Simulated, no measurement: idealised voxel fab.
Process module in this document: voxel wiring stack
The cross-section on display is named cut; it measures 245 nm wide, and its cells are 5 nm squares.
A cross-section is a grid of square cells, given in bands from the top down. A band is one or more rows of cells. Each band's line starts with the height of the band's top and of its bottom, in nm. Then come its materials from left to right, each with its width in nm. One material with "throughout" fills the band from edge to edge. "empty" is empty space. For the purposes of this specification, 0 denotes the height below which the wafer in its as-received condition is composed wholly of one material, and the lowermost band, lacking a lower limit, extends downward without end, as expressed in "from 0 down". A two-number width, for instance "30->40", indicates that the width is equal to the first number in the top row of the band and to the second number in the bottom row, and that it changes by a constant amount per row of cells. "remained the same" for a step: no cell of the cross-section changed in that step. "Enclosed internal cavities" specifies each empty space that is not open to the top and that occupies no fewer than 8 cells, using the form width x height at distance, the distance measured from the left edge and all three quantities in nm. If you see something after the settings on a step's line, that's the simulator's own remark about that step. What "overlay nm" on a step's line means: if the step has a mask, that mask lay this far to the right of its planned place, or, when the value is negative, to the left.

[Listed below are the process steps as planned]
1 RECEIVE [material Si]
2 CONFORMAL_DEP [material SiO2] [thk nm 10]
3 CONFORMAL_DEP [material SiN] [thk nm 5]
4 DIRECTIONAL_DEP [material lowk] [thk nm 20]
5 PATTERN [tone open] [mask id METAL_1] [material resist] [width nm 30] [pitch nm 45] [thk nm 15] [overlay nm 0]
6 DIRECTIONAL_ETCH [etch materials lowk] [depth nm 20]
7 DIRECTIONAL_ETCH [etch materials SiN] [depth nm 5]
8 STRIP [etch materials resist]
9 CONFORMAL_DEP [material TiN] [thk nm 5]
10 FILL_DEP [material Ru] [thk nm 5]
11 CMP [height nm 35]
12 EPI [material Ru] [thk nm 5]
13 FILL_DEP [material SiCN] [thk nm 5]
14 DIRECTIONAL_DEP [material lowk] [thk nm 35]
15 DIRECTIONAL_DEP [material aC] [thk nm 10]
16 PATTERN [tone open] [mask id METAL_2] [material resist] [width nm 30] [pitch nm 45] [thk nm 25] [overlay nm 0]
17 DIRECTIONAL_ETCH [etch materials aC] [depth nm 10]
18 STRIP [etch materials resist]
19 DIRECTIONAL_ETCH [etch materials lowk] [depth nm 20]
20 STRIP [etch materials aC]
21 DIRECTIONAL_DEP [material aC] [thk nm 10]
22 PATTERN [tone open] [mask id METAL_2_HOLES] [material resist] [width nm 15] [thk nm 30] [overlay nm 0]
23 DIRECTIONAL_ETCH [etch materials aC] [depth nm 10]
24 STRIP [etch materials resist]
25 DIRECTIONAL_ETCH [etch materials lowk] [depth nm 15]
26 DIRECTIONAL_ETCH [etch materials SiCN] [depth nm 5]
27 STRIP [etch materials aC]
28 CONFORMAL_DEP [material TiN] [thk nm 5]
29 FILL_DEP [material Cu] [thk nm 5]
30 CMP [height nm 80]
31 CONFORMAL_DEP [material SiCN] [thk nm 5]

[Wafer, first of two, run as planned]

[Cross-section of the wafer as it came to us, i.e., already through step 1]
  from 0 down = Si throughout
  Enclosed internal cavities: none

[Step 2 done - wafer cross-section]
  from 10 to 0 = SiO2 throughout
  Below 0, no change.

[Step 3 done - wafer cross-section]
  from 15 to 10 = SiN throughout
  Below 10, no change.

[Step 4 done - wafer cross-section]
  from 35 to 15 = lowk throughout
  Below 15, no change.

[Step 5 done - wafer cross-section]
  from 50 to 35 = resist 85 nm / empty 30 nm / resist 15 nm / empty 30 nm / resist 85 nm
  Below 35, no change.

[Step 6 done - wafer cross-section]
  from 50 to 35 = resist 85 nm / empty 30 nm / resist 15 nm / empty 30 nm / resist 85 nm
  from 35 to 15 = lowk 85 nm / empty 30 nm / lowk 15 nm / empty 30 nm / lowk 85 nm
  Below 15, no change.

[Step 7 done - wafer cross-section]
  from 50 to 35 = resist 85 nm / empty 30 nm / resist 15 nm / empty 30 nm / resist 85 nm
  from 35 to 15 = lowk 85 nm / empty 30 nm / lowk 15 nm / empty 30 nm / lowk 85 nm
  from 15 to 10 = SiN 85 nm / empty 30 nm / SiN 15 nm / empty 30 nm / SiN 85 nm
  Below 10, no change.

[Step 8 done - wafer cross-section]
  from 35 to 15 = lowk 85 nm / empty 30 nm / lowk 15 nm / empty 30 nm / lowk 85 nm
  Below 15, no change.

[Step 9 done - wafer cross-section]
  from 40 to 35 = TiN 90 nm / empty 20 nm / TiN 25 nm / empty 20 nm / TiN 90 nm
  from 35 to 15 = lowk 85 nm / TiN 5 nm / empty 20 nm / TiN 5 nm / lowk 15 nm / TiN 5 nm / empty 20 nm / TiN 5 nm / lowk 85 nm
  from 15 to 10 = SiN 85 nm / TiN 30 nm / SiN 15 nm / TiN 30 nm / SiN 85 nm
  Below 10, no change.

[Step 10 done - wafer cross-section]
  from 45 to 40 = Ru throughout
  from 40 to 35 = TiN 90 nm / Ru 20 nm / TiN 25 nm / Ru 20 nm / TiN 90 nm
  from 35 to 15 = lowk 85 nm / TiN 5 nm / Ru 20 nm / TiN 5 nm / lowk 15 nm / TiN 5 nm / Ru 20 nm / TiN 5 nm / lowk 85 nm
  Below 15, no change.

[Step 11 done - wafer cross-section]
  from 35 to 15 = lowk 85 nm / TiN 5 nm / Ru 20 nm / TiN 5 nm / lowk 15 nm / TiN 5 nm / Ru 20 nm / TiN 5 nm / lowk 85 nm
  Below 15, no change.

[Step 12 done - wafer cross-section]
  from 40 to 35 = empty 80 nm / Ru 40 nm / empty 5 nm / Ru 40 nm / empty 80 nm
  Below 35, no change.

[Step 13 done - wafer cross-section]
  from 45 to 40 = SiCN throughout
  from 40 to 35 = SiCN 80 nm / Ru 40 nm / SiCN 5 nm / Ru 40 nm / SiCN 80 nm
  Below 35, no change.

[Step 14 done - wafer cross-section]
  from 80 to 45 = lowk throughout
  Below 45, no change.

[Step 15 done - wafer cross-section]
  from 90 to 80 = aC throughout
  Below 80, no change.

[Step 16 done - wafer cross-section]
  from 115 to 90 = resist 85 nm / empty 30 nm / resist 15 nm / empty 30 nm / resist 85 nm
  Below 90, no change.

[Step 17 done - wafer cross-section]
  from 105 to 90 = resist 85 nm / empty 30 nm / resist 15 nm / empty 30 nm / resist 85 nm
  from 90 to 80 = aC 85 nm / empty 30 nm / aC 15 nm / empty 30 nm / aC 85 nm
  Below 80, no change.

[Step 18 done - wafer cross-section]
  from 90 to 80 = aC 85 nm / empty 30 nm / aC 15 nm / empty 30 nm / aC 85 nm
  Below 80, no change.

[Step 19 done - wafer cross-section]
  from 90 to 80 = aC 85 nm / empty 30 nm / aC 15 nm / empty 30 nm / aC 85 nm
  from 80 to 60 = lowk 85 nm / empty 30 nm / lowk 15 nm / empty 30 nm / lowk 85 nm
  Below 60, no change.

[Step 20 done - wafer cross-section]
  from 80 to 60 = lowk 85 nm / empty 30 nm / lowk 15 nm / empty 30 nm / lowk 85 nm
  Below 60, no change.

[Step 21 done - wafer cross-section]
  from 90 to 80 = aC 85 nm / empty 30 nm / aC 15 nm / empty 30 nm / aC 85 nm
  from 80 to 70 = lowk 85 nm / empty 30 nm / lowk 15 nm / empty 30 nm / lowk 85 nm
  from 70 to 60 = lowk 85 nm / aC 30 nm / lowk 15 nm / aC 30 nm / lowk 85 nm
  Below 60, no change.

[Step 22 done - wafer cross-section]
  from 120 to 90 = resist 85 nm / empty 15 nm / resist 145 nm
  from 90 to 80 = aC 85 nm / empty 15 nm / resist 15 nm / aC 15 nm / resist 30 nm / aC 85 nm
  from 80 to 70 = lowk 85 nm / empty 15 nm / resist 15 nm / lowk 15 nm / resist 30 nm / lowk 85 nm
  Below 70, no change.

[Step 23 done - wafer cross-section]
  from 110 to 90 = resist 85 nm / empty 15 nm / resist 145 nm
  from 90 to 80 = aC 85 nm / empty 15 nm / resist 15 nm / aC 15 nm / resist 30 nm / aC 85 nm
  from 80 to 70 = lowk 85 nm / empty 15 nm / resist 15 nm / lowk 15 nm / resist 30 nm / lowk 85 nm
  from 70 to 60 = lowk 85 nm / empty 15 nm / aC 15 nm / lowk 15 nm / aC 30 nm / lowk 85 nm
  Below 60, no change.

[Step 24 done - wafer cross-section]
  from 90 to 80 = aC 85 nm / empty 30 nm / aC 15 nm / empty 30 nm / aC 85 nm
  from 80 to 70 = lowk 85 nm / empty 30 nm / lowk 15 nm / empty 30 nm / lowk 85 nm
  Below 70, no change.

[Step 25 done - wafer cross-section]
  from 90 to 80 = aC 85 nm / empty 30 nm / aC 15 nm / empty 30 nm / aC 85 nm
  from 80 to 70 = lowk 85 nm / empty 30 nm / lowk 15 nm / empty 30 nm / lowk 85 nm
  from 70 to 60 = lowk 85 nm / empty 15 nm / aC 15 nm / lowk 15 nm / aC 30 nm / lowk 85 nm
  from 60 to 45 = lowk 85 nm / empty 15 nm / lowk 145 nm
  Below 45, no change.

[Step 26 done - wafer cross-section]
  from 90 to 80 = aC 85 nm / empty 30 nm / aC 15 nm / empty 30 nm / aC 85 nm
  from 80 to 70 = lowk 85 nm / empty 30 nm / lowk 15 nm / empty 30 nm / lowk 85 nm
  from 70 to 60 = lowk 85 nm / empty 15 nm / aC 15 nm / lowk 15 nm / aC 30 nm / lowk 85 nm
  from 60 to 45 = lowk 85 nm / empty 15 nm / lowk 145 nm
  from 45 to 40 = SiCN 85 nm / empty 15 nm / SiCN 145 nm
  Below 40, no change.

[Step 27 done - wafer cross-section]
  from 80 to 60 = lowk 85 nm / empty 30 nm / lowk 15 nm / empty 30 nm / lowk 85 nm
  Below 60, no change.

[Step 28 done - wafer cross-section]
  from 85 to 80 = TiN 90 nm / empty 20 nm / TiN 25 nm / empty 20 nm / TiN 90 nm
  from 80 to 65 = lowk 85 nm / TiN 5 nm / empty 20 nm / TiN 5 nm / lowk 15 nm / TiN 5 nm / empty 20 nm / TiN 5 nm / lowk 85 nm
  from 65 to 60 = lowk 85 nm / TiN 5 nm / empty 5 nm / TiN 20 nm / lowk 15 nm / TiN 30 nm / lowk 85 nm
  from 60 to 45 = lowk 85 nm / TiN 5 nm / empty 5 nm / TiN 5 nm / lowk 145 nm
  from 45 to 40 = SiCN 85 nm / TiN 15 nm / SiCN 145 nm
  Below 40, no change.

[Step 29 done - wafer cross-section]
  from 90 to 85 = Cu throughout
  from 85 to 80 = TiN 90 nm / Cu 20 nm / TiN 25 nm / Cu 20 nm / TiN 90 nm
  from 80 to 65 = lowk 85 nm / TiN 5 nm / Cu 20 nm / TiN 5 nm / lowk 15 nm / TiN 5 nm / Cu 20 nm / TiN 5 nm / lowk 85 nm
  from 65 to 60 = lowk 85 nm / TiN 5 nm / Cu 5 nm / TiN 20 nm / lowk 15 nm / TiN 30 nm / lowk 85 nm
  from 60 to 45 = lowk 85 nm / TiN 5 nm / Cu 5 nm / TiN 5 nm / lowk 145 nm
  Below 45, no change.

[Step 30 done - wafer cross-section]
  from 80 to 65 = lowk 85 nm / TiN 5 nm / Cu 20 nm / TiN 5 nm / lowk 15 nm / TiN 5 nm / Cu 20 nm / TiN 5 nm / lowk 85 nm
  Below 65, no change.

[Step 31 done - wafer cross-section]
  from 85 to 80 = SiCN throughout
  Below 80, no change.

[Okay, second wafer. Nothing different at the start, nothing different in the plan, just one mistake somewhere in the running. As far as step 1, counting that step, it's the first wafer all over again]

[Look at the second wafer in cross-section at the time step 2 ought to have finished]
  from 5 to 0 = SiN throughout
  Below 0, no change.

[Look at the second wafer in cross-section at the time step 3 ought to have finished]
  from 15 to 5 = SiO2 throughout
  Below 5, no change.

[Look at the second wafer in cross-section at the time step 4 ought to have finished]
  from 35 to 15 = lowk throughout
  Below 15, no change.

[Look at the second wafer in cross-section at the time step 5 ought to have finished]
  from 50 to 35 = resist 85 nm / empty 30 nm / resist 15 nm / empty 30 nm / resist 85 nm
  Below 35, no change.

[Look at the second wafer in cross-section at the time step 6 ought to have finished]
  from 50 to 35 = resist 85 nm / empty 30 nm / resist 15 nm / empty 30 nm / resist 85 nm
  from 35 to 15 = lowk 85 nm / empty 30 nm / lowk 15 nm / empty 30 nm / lowk 85 nm
  Below 15, no change.

Look at the second wafer in cross-section at the time step 7 ought to have finished: remained the same

[Look at the second wafer in cross-section at the time step 8 ought to have finished]
  from 35 to 15 = lowk 85 nm / empty 30 nm / lowk 15 nm / empty 30 nm / lowk 85 nm
  Below 15, no change.

[Look at the second wafer in cross-section at the time step 9 ought to have finished]
  from 40 to 35 = TiN 90 nm / empty 20 nm / TiN 25 nm / empty 20 nm / TiN 90 nm
  from 35 to 20 = lowk 85 nm / TiN 5 nm / empty 20 nm / TiN 5 nm / lowk 15 nm / TiN 5 nm / empty 20 nm / TiN 5 nm / lowk 85 nm
  from 20 to 15 = lowk 85 nm / TiN 30 nm / lowk 15 nm / TiN 30 nm / lowk 85 nm
  Below 15, no change.

[Look at the second wafer in cross-section at the time step 10 ought to have finished]
  from 45 to 40 = Ru throughout
  from 40 to 35 = TiN 90 nm / Ru 20 nm / TiN 25 nm / Ru 20 nm / TiN 90 nm
  from 35 to 20 = lowk 85 nm / TiN 5 nm / Ru 20 nm / TiN 5 nm / lowk 15 nm / TiN 5 nm / Ru 20 nm / TiN 5 nm / lowk 85 nm
  Below 20, no change.

[Look at the second wafer in cross-section at the time step 11 ought to have finished]
  from 35 to 20 = lowk 85 nm / TiN 5 nm / Ru 20 nm / TiN 5 nm / lowk 15 nm / TiN 5 nm / Ru 20 nm / TiN 5 nm / lowk 85 nm
  Below 20, no change.

[Look at the second wafer in cross-section at the time step 12 ought to have finished]
  from 40 to 35 = empty 80 nm / Ru 40 nm / empty 5 nm / Ru 40 nm / empty 80 nm
  Below 35, no change.

[Look at the second wafer in cross-section at the time step 13 ought to have finished]
  from 45 to 40 = SiCN throughout
  from 40 to 35 = SiCN 80 nm / Ru 40 nm / SiCN 5 nm / Ru 40 nm / SiCN 80 nm
  Below 35, no change.

[Look at the second wafer in cross-section at the time step 14 ought to have finished]
  from 80 to 45 = lowk throughout
  Below 45, no change.

[Look at the second wafer in cross-section at the time step 15 ought to have finished]
  from 90 to 80 = aC throughout
  Below 80, no change.

[Look at the second wafer in cross-section at the time step 16 ought to have finished]
  from 115 to 90 = resist 85 nm / empty 30 nm / resist 15 nm / empty 30 nm / resist 85 nm
  Below 90, no change.

[Look at the second wafer in cross-section at the time step 17 ought to have finished]
  from 105 to 90 = resist 85 nm / empty 30 nm / resist 15 nm / empty 30 nm / resist 85 nm
  from 90 to 80 = aC 85 nm / empty 30 nm / aC 15 nm / empty 30 nm / aC 85 nm
  Below 80, no change.

[Look at the second wafer in cross-section at the time step 18 ought to have finished]
  from 90 to 80 = aC 85 nm / empty 30 nm / aC 15 nm / empty 30 nm / aC 85 nm
  Below 80, no change.

[Look at the second wafer in cross-section at the time step 19 ought to have finished]
  from 90 to 80 = aC 85 nm / empty 30 nm / aC 15 nm / empty 30 nm / aC 85 nm
  from 80 to 60 = lowk 85 nm / empty 30 nm / lowk 15 nm / empty 30 nm / lowk 85 nm
  Below 60, no change.

[Look at the second wafer in cross-section at the time step 20 ought to have finished]
  from 80 to 60 = lowk 85 nm / empty 30 nm / lowk 15 nm / empty 30 nm / lowk 85 nm
  Below 60, no change.

[Look at the second wafer in cross-section at the time step 21 ought to have finished]
  from 90 to 80 = aC 85 nm / empty 30 nm / aC 15 nm / empty 30 nm / aC 85 nm
  from 80 to 70 = lowk 85 nm / empty 30 nm / lowk 15 nm / empty 30 nm / lowk 85 nm
  from 70 to 60 = lowk 85 nm / aC 30 nm / lowk 15 nm / aC 30 nm / lowk 85 nm
  Below 60, no change.

[Look at the second wafer in cross-section at the time step 22 ought to have finished]
  from 120 to 90 = resist 85 nm / empty 15 nm / resist 145 nm
  from 90 to 80 = aC 85 nm / empty 15 nm / resist 15 nm / aC 15 nm / resist 30 nm / aC 85 nm
  from 80 to 70 = lowk 85 nm / empty 15 nm / resist 15 nm / lowk 15 nm / resist 30 nm / lowk 85 nm
  Below 70, no change.

[Look at the second wafer in cross-section at the time step 23 ought to have finished]
  from 110 to 90 = resist 85 nm / empty 15 nm / resist 145 nm
  from 90 to 80 = aC 85 nm / empty 15 nm / resist 15 nm / aC 15 nm / resist 30 nm / aC 85 nm
  from 80 to 70 = lowk 85 nm / empty 15 nm / resist 15 nm / lowk 15 nm / resist 30 nm / lowk 85 nm
  from 70 to 60 = lowk 85 nm / empty 15 nm / aC 15 nm / lowk 15 nm / aC 30 nm / lowk 85 nm
  Below 60, no change.

[Look at the second wafer in cross-section at the time step 24 ought to have finished]
  from 90 to 80 = aC 85 nm / empty 30 nm / aC 15 nm / empty 30 nm / aC 85 nm
  from 80 to 70 = lowk 85 nm / empty 30 nm / lowk 15 nm / empty 30 nm / lowk 85 nm
  Below 70, no change.

[Look at the second wafer in cross-section at the time step 25 ought to have finished]
  from 90 to 80 = aC 85 nm / empty 30 nm / aC 15 nm / empty 30 nm / aC 85 nm
  from 80 to 70 = lowk 85 nm / empty 30 nm / lowk 15 nm / empty 30 nm / lowk 85 nm
  from 70 to 60 = lowk 85 nm / empty 15 nm / aC 15 nm / lowk 15 nm / aC 30 nm / lowk 85 nm
  from 60 to 45 = lowk 85 nm / empty 15 nm / lowk 145 nm
  Below 45, no change.

[Look at the second wafer in cross-section at the time step 26 ought to have finished]
  from 90 to 80 = aC 85 nm / empty 30 nm / aC 15 nm / empty 30 nm / aC 85 nm
  from 80 to 70 = lowk 85 nm / empty 30 nm / lowk 15 nm / empty 30 nm / lowk 85 nm
  from 70 to 60 = lowk 85 nm / empty 15 nm / aC 15 nm / lowk 15 nm / aC 30 nm / lowk 85 nm
  from 60 to 45 = lowk 85 nm / empty 15 nm / lowk 145 nm
  from 45 to 40 = SiCN 85 nm / empty 15 nm / SiCN 145 nm
  Below 40, no change.

[Look at the second wafer in cross-section at the time step 27 ought to have finished]
  from 80 to 60 = lowk 85 nm / empty 30 nm / lowk 15 nm / empty 30 nm / lowk 85 nm
  Below 60, no change.

[Look at the second wafer in cross-section at the time step 28 ought to have finished]
  from 85 to 80 = TiN 90 nm / empty 20 nm / TiN 25 nm / empty 20 nm / TiN 90 nm
  from 80 to 65 = lowk 85 nm / TiN 5 nm / empty 20 nm / TiN 5 nm / lowk 15 nm / TiN 5 nm / empty 20 nm / TiN 5 nm / lowk 85 nm
  from 65 to 60 = lowk 85 nm / TiN 5 nm / empty 5 nm / TiN 20 nm / lowk 15 nm / TiN 30 nm / lowk 85 nm
  from 60 to 45 = lowk 85 nm / TiN 5 nm / empty 5 nm / TiN 5 nm / lowk 145 nm
  from 45 to 40 = SiCN 85 nm / TiN 15 nm / SiCN 145 nm
  Below 40, no change.

[Look at the second wafer in cross-section at the time step 29 ought to have finished]
  from 90 to 85 = Cu throughout
  from 85 to 80 = TiN 90 nm / Cu 20 nm / TiN 25 nm / Cu 20 nm / TiN 90 nm
  from 80 to 65 = lowk 85 nm / TiN 5 nm / Cu 20 nm / TiN 5 nm / lowk 15 nm / TiN 5 nm / Cu 20 nm / TiN 5 nm / lowk 85 nm
  from 65 to 60 = lowk 85 nm / TiN 5 nm / Cu 5 nm / TiN 20 nm / lowk 15 nm / TiN 30 nm / lowk 85 nm
  from 60 to 45 = lowk 85 nm / TiN 5 nm / Cu 5 nm / TiN 5 nm / lowk 145 nm
  Below 45, no change.

[Look at the second wafer in cross-section at the time step 30 ought to have finished]
  from 80 to 65 = lowk 85 nm / TiN 5 nm / Cu 20 nm / TiN 5 nm / lowk 15 nm / TiN 5 nm / Cu 20 nm / TiN 5 nm / lowk 85 nm
  Below 65, no change.

[Look at the second wafer in cross-section at the time step 31 ought to have finished]
  from 85 to 80 = SiCN throughout
  Below 80, no change.
Plan not followed: the intended sequence of steps 2 and 3 was reversed during processing, with each occupying the position of the other
Once processing is complete, comparing cell counts shows that the second wafer has more or fewer of certain materials than the first: 8 fewer of Ru, 12 more of SiN, 4 fewer of TiN
